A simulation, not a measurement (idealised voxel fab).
The document below concerns the process module designated voxel transistor to metal.
150 nm wide, 5 nm square cells: that's cross-section cut.
Cross-section spec: square-cell grid; bands listed top down; each band is one or more rows. First you get the band's top height and its bottom height, in nm, and then the materials it's made of, left to right, with each width in nm. If you see a single material with "full width", that one covers the band edge to edge. "empty" is empty space. A quick word on heights: they are counted from 0, and under that level the wafer as it came to us is one material throughout. The lowest band is different from the rest in having no bottom; it simply continues downward, written as in "z 0 and below". Width "30 to 40": first value at the band's top row of cells, second value at its bottom row, equal change from row to row. "no alteration" means the step left every cell of the cross-section as it was. If an empty space has no open way to the top and is at least 8 cells in size, "Closed void entries" lists it, written width x height at distance, where distance is measured from the left edge and every value is in nm. Whatever follows a step's settings on its line is a remark the simulator itself makes about that step. overlay nm: mask offset rightward from planned place, masked step; negative means leftward offset.
## These are the steps we planned for the process
| 1 | RECEIVE (material Si) |
| 2 | OXIDIZE (depth nm 5) |
| 3 | CONFORMAL_DEP (material SiN; thk nm 10) |
| 4 | MASKED_ETCH (tone cover; mask id ACTIVE; width nm 100; etch materials SiN; depth nm 10; overlay nm 0) |
| 5 | MASKED_ETCH (tone cover; mask id ACTIVE; width nm 110; etch materials SiO2; depth nm 5; overlay nm 0) |
| 6 | MASKED_ETCH (tone cover; mask id ACTIVE; width nm 110; etch materials Si; depth nm 30; overlay nm 0) |
| 7 | OXIDIZE (depth nm 5) |
| 8 | FILL_DEP (material SiO2; thk nm 10) |
| 9 | CMP (height nm 10) |
| 10 | SELECTIVE_ETCH (etch materials SiO2; depth nm 5) |
| 11 | STRIP (etch materials SiN) |
| 12 | SELECTIVE_ETCH (etch materials SiO2; depth nm 5) |
| 13 | OXIDIZE (depth nm 5) |
| 14 | DIRECTIONAL_DEP (material polySi; thk nm 25) |
| 15 | DIRECTIONAL_DEP (material SiCN; thk nm 10) |
| 16 | PATTERN (tone cover; mask id GATE; material resist; width nm 30; thk nm 20; overlay nm 0) |
| 17 | DIRECTIONAL_ETCH (etch materials SiCN; depth nm 20) |
| 18 | DIRECTIONAL_ETCH (etch materials polySi; depth nm 35) |
| 19 | STRIP (etch materials resist) |
| 20 | CONFORMAL_DEP (material SiN; thk nm 10) |
| 21 | DIRECTIONAL_ETCH (etch materials SiN; depth nm 10) |
| 22 | DIRECTIONAL_ETCH (etch materials SiO2; depth nm 5) |
| 23 | EPI (material SiGe; thk nm 5) |
| 24 | FILL_DEP (material SiO2; thk nm 5) |
| 25 | CMP (height nm 20) |
| 26 | STRIP (etch materials polySi) |
| 27 | SELECTIVE_ETCH (etch materials SiO2; depth nm 5) |
| 28 | CONFORMAL_DEP (material HfO2; thk nm 5) |
| 29 | CONFORMAL_DEP (material TiN; thk nm 5) |
| 30 | FILL_DEP (material W; thk nm 10) |
| 31 | CMP (height nm 15) |
| 32 | DIRECTIONAL_DEP (material SiO2; thk nm 10) |
| 33 | MASKED_ETCH (tone open; mask id CONTACT; width nm 20; pitch nm 80; etch materials SiO2; depth nm 30; overlay nm 0) |
| 34 | CONFORMAL_DEP (material TiN; thk nm 5) |
| 35 | FILL_DEP (material W; thk nm 10) |
| 36 | CMP (height nm 25) |
| 37 | DIRECTIONAL_DEP (material TiN; thk nm 5) |
| 38 | DIRECTIONAL_DEP (material W; thk nm 20) |
| 39 | DIRECTIONAL_DEP (material aC; thk nm 15) |
| 40 | PATTERN (tone cover; mask id METAL_1; material resist; width nm 20; pitch nm 80; thk nm 35; overlay nm 0) |
| 41 | DIRECTIONAL_ETCH (etch materials aC; depth nm 15) |
| 42 | STRIP (etch materials resist) |
| 43 | DIRECTIONAL_ETCH (etch materials W; depth nm 20) |
| 44 | DIRECTIONAL_ETCH (etch materials TiN; depth nm 5) |
| 45 | STRIP (etch materials aC) |
| 46 | CONFORMAL_DEP (material SiN; thk nm 5) |
| 47 | FILL_DEP (material lowk; thk nm 10) |
| 48 | CMP (height nm 50) |
| 49 | CONFORMAL_DEP (material SiN; thk nm 5) |
The width nm used in step 4 is not the same on every wafer, whereas the starting condition is; the value printed in the plan is the first wafer's.
## The as-received cross-section of the first of several wafers corresponds to the state after step 1
* z 0 and below = Si full width
* Closed void entries: none
## The following table contains a row per wafer, in which are reported, at the conclusion of the module, the cells of each material gained (+) or lost (-) since the wafer's receipt, with its closed voids given thereafter
width nm 100, +16 HfO2, -120 Si, +8 SiGe, +88 SiN, +164 SiO2, +46 TiN, +56 W, +72 lowk, Closed void entries: none
width nm 105, +16 HfO2, -120 Si, +9 SiGe, +88 SiN, +162 SiO2, +46 TiN, +57 W, +72 lowk, Closed void entries: none
width nm 110, +16 HfO2, -120 Si, +10 SiGe, +88 SiN, +160 SiO2, +46 TiN, +58 W, +72 lowk, Closed void entries: none
width nm 115, +16 HfO2, -114 Si, +11 SiGe, +88 SiN, +153 SiO2, +46 TiN, +58 W, +72 lowk, Closed void entries: none
width nm 120, +16 HfO2, -108 Si, +12 SiGe, +88 SiN, +146 SiO2, +46 TiN, +58 W, +72 lowk, Closed void entries: none
